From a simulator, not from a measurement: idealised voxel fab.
A process module follows: voxel ribs on slabs.
cross-section cut | 250 nm wide | cells 5 nm
A cross-section is a grid of square cells, given in bands from the top down. A band is one or more rows of cells. Basically the band line says how high the top is and how high the bottom is, in nm, and then what's in it from left to right, every material with its width in nm. Empty space shows up as "empty", and if a single material carries "throughout" it runs the full band edge to edge. The reference from which all heights are counted is 0, the level beneath which the as-received wafer is entirely one material; the lowest band, having no lower bound, proceeds downward and is written after the example "z 0 and below". Width spec "30 to 40" -> top row of cells at first value, bottom row at second value, equal per-row change in between. Step note "all unchanged" = no cross-section cell changed. Closed empty spaces (no open way to the top) of 8 cells or more are what "Sealed voids" lists, each as width x height at distance from the left edge, nm for all three. Past the settings on a step's line: simulator remark, on that step. On any step carrying a mask, the "overlay nm" setting, if present on the step's line, tells how far right of its planned place the mask lay; negative values point to the left.

### Process steps foreseen in the plan
1. RECEIVE (material Si)
2. DIRECTIONAL_DEP (material SiO2; thk nm 30)
3. DIRECTIONAL_DEP (material polySi; thk nm 20)
4. PATTERN (tone cover; mask id RIB; material resist; width nm 20; thk nm 20; overlay nm 0)
5. DIRECTIONAL_ETCH (etch materials polySi; depth nm 5)
6. STRIP (etch materials resist)
7. MASKED_ETCH (tone cover; mask id SLAB; width nm 90; etch materials polySi; depth nm 15; overlay nm 0)
8. FILL_DEP (material SiO2; thk nm 15)
9. CMP (height nm 60)
10. DIRECTIONAL_DEP (material TiN; thk nm 5)
11. DIRECTIONAL_DEP (material aC; thk nm 10)
12. PATTERN (tone cover; mask id HEATER; material resist; width nm 40; thk nm 25; overlay nm 0)
13. DIRECTIONAL_ETCH (etch materials aC; depth nm 10)
14. STRIP (etch materials resist)
15. DIRECTIONAL_ETCH (etch materials TiN; depth nm 5)
16. STRIP (etch materials aC)
17. CONFORMAL_DEP (material SiO2; thk nm 10)
Be aware that, although all wafers share a common starting state, the width nm at step 4 differs among them, and the plan displays the first wafer's value.

### Cut through the first of several wafers as received, post step 1
> z 0 and below = Si throughout
> Sealed voids: none

### Per-wafer rows below. For each material: cells gained (+) or lost (-) since the wafer was received, as of end of module. Then: closed voids
width nm 20; +646 SiO2; +8 TiN; +58 polySi; Sealed voids: none
width nm 25; +645 SiO2; +8 TiN; +59 polySi; Sealed voids: none
width nm 30; +644 SiO2; +8 TiN; +60 polySi; Sealed voids: none
width nm 35; +643 SiO2; +8 TiN; +61 polySi; Sealed voids: none
width nm 40; +642 SiO2; +8 TiN; +62 polySi; Sealed voids: none
width nm 45; +641 SiO2; +8 TiN; +63 polySi; Sealed voids: none
